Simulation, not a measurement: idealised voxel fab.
The following is a process module called voxel self aligned vias.
FYI the section here is cut, 220 nm wide, cells are 5 nm squares.
Square cells in a grid make up a cross-section in this document, and the grid is given as bands, listed from the top down, each one or more rows of cells. Band: top height; bottom height; in nm. Then, left to right: material with width in nm, for each material. "all across": a single material spanning edge to edge. "empty": empty space. Heads up on the height convention: 0 is the point under which the incoming wafer is all one material, and the lowest band has no bottom, it just keeps going down, like "0 and below". A width such as "30..40" changes by the same amount from each row of cells to the next, from the band's top row to its bottom row. Step note "remained unchanged" = no cross-section cell changed. The label "closed voids" introduces a list of the empty spaces, 8 cells or larger, that have no open way up to the top; each entry in it reads width x height at distance, where the distance is taken from the left edge and all three are stated in nm. Heads up: the bit after the settings on a step's line is the simulator's remark on that step. overlay nm: for a step with a mask, the amount by which the mask lay right of where it was planned; a negative amount means left of it.

Planned process steps
1. RECEIVE: material Si
2. CONFORMAL_DEP: material SiO2, thk nm 10
3. CONFORMAL_DEP: material SiCN, thk nm 5
4. DIRECTIONAL_DEP: material lowk, thk nm 25
5. MASKED_ETCH: tone open, mask id LINES, width nm 20, pitch nm 60, etch materials lowk, depth nm 25, overlay nm 0
6. CONFORMAL_DEP: material TiN, thk nm 5
7. FILL_DEP: material W, thk nm 5
8. CMP: height nm 40
9. SELECTIVE_ETCH: etch materials W Ru TiN, depth nm 5
10. FILL_DEP: material SiN, thk nm 10
11. CMP: height nm 40
12. DIRECTIONAL_DEP: material lowk, thk nm 20
13. MASKED_ETCH: tone open, mask id VIAS, width nm 40, pitch nm 60, etch materials lowk, depth nm 20, overlay nm 0
14. MASKED_ETCH: tone open, mask id VIAS, width nm 40, pitch nm 60, etch materials SiN, depth nm 5, overlay nm 0
15. CONFORMAL_DEP: material TiN, thk nm 5
16. FILL_DEP: material W, thk nm 5
17. CMP: height nm 60
18. CONFORMAL_DEP: material SiN, thk nm 5

Wafer as received: cross-section following step 1
    0 and below = Si all across
    closed voids: none

End-of-module cross-section of the first of two wafers, processed as planned
    65 down to 60 = SiN all across
    60 down to 45 = lowk: 60  TiN: 5  W: 30  TiN: 5  lowk: 20  TiN: 5  W: 30  TiN: 5  lowk: 60
    45 down to 40 = lowk: 60  TiN: 15  W: 10  TiN: 15  lowk: 20  TiN: 15  W: 10  TiN: 15  lowk: 60
    40 down to 35 = lowk: 70  TiN: 20  lowk: 40  TiN: 20  lowk: 70
    35 down to 20 = lowk: 70  TiN: 5  W: 10  TiN: 5  lowk: 40  TiN: 5  W: 10  TiN: 5  lowk: 70
    20 down to 15 = lowk: 70  TiN: 20  lowk: 40  TiN: 20  lowk: 70
    15 down to 10 = SiCN all across
    10 down to 0 = SiO2 all across
    0 and below = Si all across
    closed voids: none

Cross-section of the latter of the two wafers at module completion. It had an identical start and an identical plan to the former; in running it, one mistake was made
    65 down to 60 = SiN all across
    60 down to 40 = lowk: 60  TiN: 5  W: 30  TiN: 5  lowk: 20  TiN: 5  W: 30  TiN: 5  lowk: 60
    40 down to 35 = SiN: 60  TiN: 40  SiN: 20  TiN: 40  SiN: 60
    35 down to 30 = TiN: 75  W: 10  TiN: 50  W: 10  TiN: 75
    30 down to 10 = lowk: 70  TiN: 5  W: 10  TiN: 5  lowk: 40  TiN: 5  W: 10  TiN: 5  lowk: 70
    10 down to 5 = lowk: 70  TiN: 20  lowk: 40  TiN: 20  lowk: 70
    5 down to 0 = SiCN all across
    0 and below = Si all across
    closed voids: none
Deviation noted in wafer processing: plan step 2 never ran because it was skipped
Final tally in cells, some materials are higher or lower on the second wafer than on the first: +28 SiN, -88 SiO2, +44 TiN, +16 W
